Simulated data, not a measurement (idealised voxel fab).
process module | voxel air gaps
cross-section cut | 240 nm wide | cells 5 nm
A cross-section is a grid of square cells, given in bands from the top down. A band is one or more rows of cells.
Each band's line starts with the height of the band's top and of its bottom, in nm. Then come its materials from left to right, each with its width in nm. One material with "throughout" fills the band from edge to edge. "air" is empty space.
Height 0 is the level under which the wafer as received is all one material. The lowest band goes on downwards, as in "0 down".
A width such as "30 to 40" changes by the same amount from each row of cells to the next, from the band's top row to its bottom row.
"no change" after a step means that no cell of the cross-section changed.
closed voids: empty space of 8 cells or more with no open way to the top, each as width x height at its distance from the left edge, in nm
after a step's settings: what the simulator itself notes on the step
overlay nm, on a step with a mask: how far to the right of its planned place the mask lay; to the left if negative
plan
1 op RECEIVE | material Si
2 op CONFORMAL_DEP | material SiO2 | thk nm 15
3 op CONFORMAL_DEP | material SiN | thk nm 5
4 op DIRECTIONAL_DEP | material SiO2 | thk nm 35
5 op DIRECTIONAL_DEP | material aC | thk nm 15
6 op PATTERN | tone open | mask id LINES | material resist | width nm 20 | pitch nm 45 | thk nm 35 | overlay nm 0
7 op DIRECTIONAL_ETCH | etch materials aC | depth nm 15
8 op STRIP | etch materials resist
9 op DIRECTIONAL_ETCH | etch materials SiO2 | depth nm 35
10 op STRIP | etch materials aC
11 op CONFORMAL_DEP | material TiN | thk nm 5
12 op FILL_DEP | material Cu | thk nm 5
13 op CMP | height nm 55
14 op EPI | material Ru | thk nm 10
15 op SELECTIVE_ETCH | etch materials SiO2 | depth nm 45
16 op CONFORMAL_DEP | material SiCN | thk nm 5
first wafer, as planned
as received, after step 1
  0 down: Si throughout
  closed voids: none
after step 2
  15 to 0: SiO2 throughout
  below 0: unchanged
after step 3
  20 to 15: SiN throughout
  below 15: unchanged
after step 4
  55 to 20: SiO2 throughout
  below 20: unchanged
after step 5
  70 to 55: aC throughout
  below 55: unchanged
after step 6
  105 to 70: resist 40 | air 20 | resist 25 | air 20 | resist 25 | air 20 | resist 25 | air 20 | resist 45
  below 70: unchanged
after step 7
  90 to 70: resist 40 | air 20 | resist 25 | air 20 | resist 25 | air 20 | resist 25 | air 20 | resist 45
  70 to 55: aC 40 | air 20 | aC 25 | air 20 | aC 25 | air 20 | aC 25 | air 20 | aC 45
  below 55: unchanged
after step 8
  70 to 55: aC 40 | air 20 | aC 25 | air 20 | aC 25 | air 20 | aC 25 | air 20 | aC 45
  below 55: unchanged
after step 9
  70 to 55: aC 40 | air 20 | aC 25 | air 20 | aC 25 | air 20 | aC 25 | air 20 | aC 45
  55 to 20: SiO2 40 | air 20 | SiO2 25 | air 20 | SiO2 25 | air 20 | SiO2 25 | air 20 | SiO2 45
  below 20: unchanged
after step 10
  55 to 20: SiO2 40 | air 20 | SiO2 25 | air 20 | SiO2 25 | air 20 | SiO2 25 | air 20 | SiO2 45
  below 20: unchanged
after step 11
  60 to 55: TiN 45 | air 10 | TiN 35 | air 10 | TiN 35 | air 10 | TiN 35 | air 10 | TiN 50
  55 to 25: SiO2 40 | TiN 5 | air 10 | TiN 5 | SiO2 25 | TiN 5 | air 10 | TiN 5 | SiO2 25 | TiN 5 | air 10 | TiN 5 | SiO2 25 | TiN 5 | air 10 | TiN 5 | SiO2 45
  25 to 20: SiO2 40 | TiN 20 | SiO2 25 | TiN 20 | SiO2 25 | TiN 20 | SiO2 25 | TiN 20 | SiO2 45
  below 20: unchanged
after step 12
  65 to 60: Cu throughout
  60 to 55: TiN 45 | Cu 10 | TiN 35 | Cu 10 | TiN 35 | Cu 10 | TiN 35 | Cu 10 | TiN 50
  55 to 25: SiO2 40 | TiN 5 | Cu 10 | TiN 5 | SiO2 25 | TiN 5 | Cu 10 | TiN 5 | SiO2 25 | TiN 5 | Cu 10 | TiN 5 | SiO2 25 | TiN 5 | Cu 10 | TiN 5 | SiO2 45
  below 25: unchanged
after step 13
  55 to 25: SiO2 40 | TiN 5 | Cu 10 | TiN 5 | SiO2 25 | TiN 5 | Cu 10 | TiN 5 | SiO2 25 | TiN 5 | Cu 10 | TiN 5 | SiO2 25 | TiN 5 | Cu 10 | TiN 5 | SiO2 45
  below 25: unchanged
after step 14
  65 to 55: air 30 | Ru 40 | air 5 | Ru 40 | air 5 | Ru 40 | air 5 | Ru 40 | air 35
  below 55: unchanged
after step 15
  65 to 55: air 30 | Ru 40 | air 5 | Ru 40 | air 5 | Ru 40 | air 5 | Ru 40 | air 35
  55 to 25: air 40 | TiN 5 | Cu 10 | TiN 5 | air 25 | TiN 5 | Cu 10 | TiN 5 | air 25 | TiN 5 | Cu 10 | TiN 5 | air 25 | TiN 5 | Cu 10 | TiN 5 | air 45
  25 to 20: air 40 | TiN 20 | air 25 | TiN 20 | air 25 | TiN 20 | air 25 | TiN 20 | air 45
  below 20: unchanged
after step 16
  70 to 65: air 25 | SiCN 185 | air 30
  65 to 55: air 25 | SiCN 5 | Ru 40 | SiCN 5 | Ru 40 | SiCN 5 | Ru 40 | SiCN 5 | Ru 40 | SiCN 5 | air 30
  55 to 50: air 25 | SiCN 15 | TiN 5 | Cu 10 | TiN 5 | SiCN 25 | TiN 5 | Cu 10 | TiN 5 | SiCN 25 | TiN 5 | Cu 10 | TiN 5 | SiCN 25 | TiN 5 | Cu 10 | TiN 5 | SiCN 15 | air 30
  50 to 25: air 35 | SiCN 5 | TiN 5 | Cu 10 | TiN 5 | SiCN 5 | air 15 | SiCN 5 | TiN 5 | Cu 10 | TiN 5 | SiCN 5 | air 15 | SiCN 5 | TiN 5 | Cu 10 | TiN 5 | SiCN 5 | air 15 | SiCN 5 | TiN 5 | Cu 10 | TiN 5 | SiCN 5 | air 40
  25 to 20: SiCN 40 | TiN 20 | SiCN 25 | TiN 20 | SiCN 25 | TiN 20 | SiCN 25 | TiN 20 | SiCN 45
  below 20: unchanged
  closed voids: 15 x 25 at 65; 15 x 25 at 110; 15 x 25 at 155
second wafer: like start, like plan, one mistake. Through step 13 it matches the first wafer
when step 14 should have ended
  55 to 25: air 40 | TiN 5 | Cu 10 | TiN 5 | air 25 | TiN 5 | Cu 10 | TiN 5 | air 25 | TiN 5 | Cu 10 | TiN 5 | air 25 | TiN 5 | Cu 10 | TiN 5 | air 45
  25 to 20: air 40 | TiN 20 | air 25 | TiN 20 | air 25 | TiN 20 | air 25 | TiN 20 | air 45
  below 20: unchanged
when step 15 should have ended
  65 to 55: air 30 | Ru 40 | air 5 | Ru 40 | air 5 | Ru 40 | air 5 | Ru 40 | air 35
  55 to 25: air 30 | Ru 10 | TiN 5 | Cu 10 | TiN 5 | Ru 10 | air 5 | Ru 10 | TiN 5 | Cu 10 | TiN 5 | Ru 10 | air 5 | Ru 10 | TiN 5 | Cu 10 | TiN 5 | Ru 10 | air 5 | Ru 10 | TiN 5 | Cu 10 | TiN 5 | Ru 10 | air 35
  25 to 20: air 30 | Ru 10 | TiN 20 | Ru 10 | air 5 | Ru 10 | TiN 20 | Ru 10 | air 5 | Ru 10 | TiN 20 | Ru 10 | air 5 | Ru 10 | TiN 20 | Ru 10 | air 35
  below 20: unchanged
when step 16 should have ended
  70 to 65: air 25 | SiCN 185 | air 30
  65 to 55: air 25 | SiCN 5 | Ru 40 | SiCN 5 | Ru 40 | SiCN 5 | Ru 40 | SiCN 5 | Ru 40 | SiCN 5 | air 30
  55 to 25: air 25 | SiCN 5 | Ru 10 | TiN 5 | Cu 10 | TiN 5 | Ru 10 | SiCN 5 | Ru 10 | TiN 5 | Cu 10 | TiN 5 | Ru 10 | SiCN 5 | Ru 10 | TiN 5 | Cu 10 | TiN 5 | Ru 10 | SiCN 5 | Ru 10 | TiN 5 | Cu 10 | TiN 5 | Ru 10 | SiCN 5 | air 30
  25 to 20: SiCN 30 | Ru 10 | TiN 20 | Ru 10 | SiCN 5 | Ru 10 | TiN 20 | Ru 10 | SiCN 5 | Ru 10 | TiN 20 | Ru 10 | SiCN 5 | Ru 10 | TiN 20 | Ru 10 | SiCN 35
  below 20: unchanged
what went wrong: steps 14 and 15 were swapped
at the end the second wafer has, in cells: 112 more of Ru | 47 fewer of SiCN
closed voids at the end (first wafer, second wafer): 3, 0
